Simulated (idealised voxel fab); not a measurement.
The process module presented herein is designated voxel released beams.
Each square cell in cross-section cut measures 5 nm, and the section as a whole is 195 nm wide.
How to read a cross-section here: the picture is a grid of square cells, written as bands going from the top down, and any band can span one or more rows of cells. Top height, bottom height, nm. Materials left to right, width each, nm. Single material + "all across" = fills band edge to edge. "air" = empty. Measure heights from 0. That's the level where, below it, the as-received wafer is all one material. The lowest band is bottomless and extends downward; write it as in "top 0, no bottom". When a width is written as two numbers, as in "30 to 40", the first number is the width in the top row of cells of the band and the second is the width in its bottom row, and the width changes by the same amount from each row to the next. Step marked "identical to before"? Then no cell in the cross-section changed in it. So "Voids lacking openings" is basically the list of trapped voids: any empty space of 8 cells or more that can't reach the top through an opening. They're written width x height at distance, the distance being from the left edge, and it's all nm. Where a step's line continues beyond its settings, the continuation is a remark by the simulator itself on that step. Each step line may optionally specify "overlay nm", which for a step with a mask gives the rightward distance between the mask's planned place and where it lay, a negative value indicating the leftward direction.
# Here's what the planned process steps look like
step 1: RECEIVE,material Si
step 2: CONFORMAL_DEP,material Al2O3,thk nm 10
step 3: DIRECTIONAL_DEP,material SiO2,thk nm 20
step 4: MASKED_ETCH,tone open,mask id ANCHOR,width nm 35,etch materials SiO2,depth nm 20,overlay nm 0
step 5: CONFORMAL_DEP,material SiN,thk nm 15
step 6: PATTERN,tone cover,mask id BEAM,material resist,width nm 90,thk nm 15,overlay nm 0
step 7: DIRECTIONAL_ETCH,etch materials SiN,depth nm 15
step 8: STRIP,etch materials resist
step 9: STRIP,etch materials SiO2
Variable across wafers: step 6 width nm (plan value is that of the first wafer; starting state common to all).
# first wafer as received, after step 1
  top 0, no bottom = Si all across
  Voids lacking openings: none
# The cross-section of the first of several wafers is given below for the end of the module, after its final step, step 9
  top 45, bottom 30 = air: 50, SiN: 15, air: 5, SiN: 70, air: 55
  top 30, bottom 25 = air: 50, SiN: 15, air: 5, SiN: 15, air: 110
  top 25, bottom 10 = air: 50, SiN: 35, air: 110
  top 10, bottom 0 = Al2O3 all across
  top 0, no bottom = Si all across
  Voids lacking openings: none
# The last wafer as seen in cross-section at the end of the module
  top 45, bottom 30 = air: 40, SiN: 25, air: 5, SiN: 85, air: 40
  top 30, bottom 25 = air: 50, SiN: 15, air: 5, SiN: 15, air: 110
  top 25, bottom 10 = air: 50, SiN: 35, air: 110
  top 10, bottom 0 = Al2O3 all across
  top 0, no bottom = Si all across
  Voids lacking openings: none
# Per wafer (row), end of module: delta in cells per material since receipt, (+) for gained, (-) for lost; closed voids after that
width nm 90; +78 Al2O3; +78 SiN; Voids lacking openings: none
width nm 95; +78 Al2O3; +81 SiN; Voids lacking openings: none
width nm 100; +78 Al2O3; +84 SiN; Voids lacking openings: none
width nm 105; +78 Al2O3; +87 SiN; Voids lacking openings: none
width nm 110; +78 Al2O3; +90 SiN; Voids lacking openings: none
width nm 115; +78 Al2O3; +93 SiN; Voids lacking openings: none
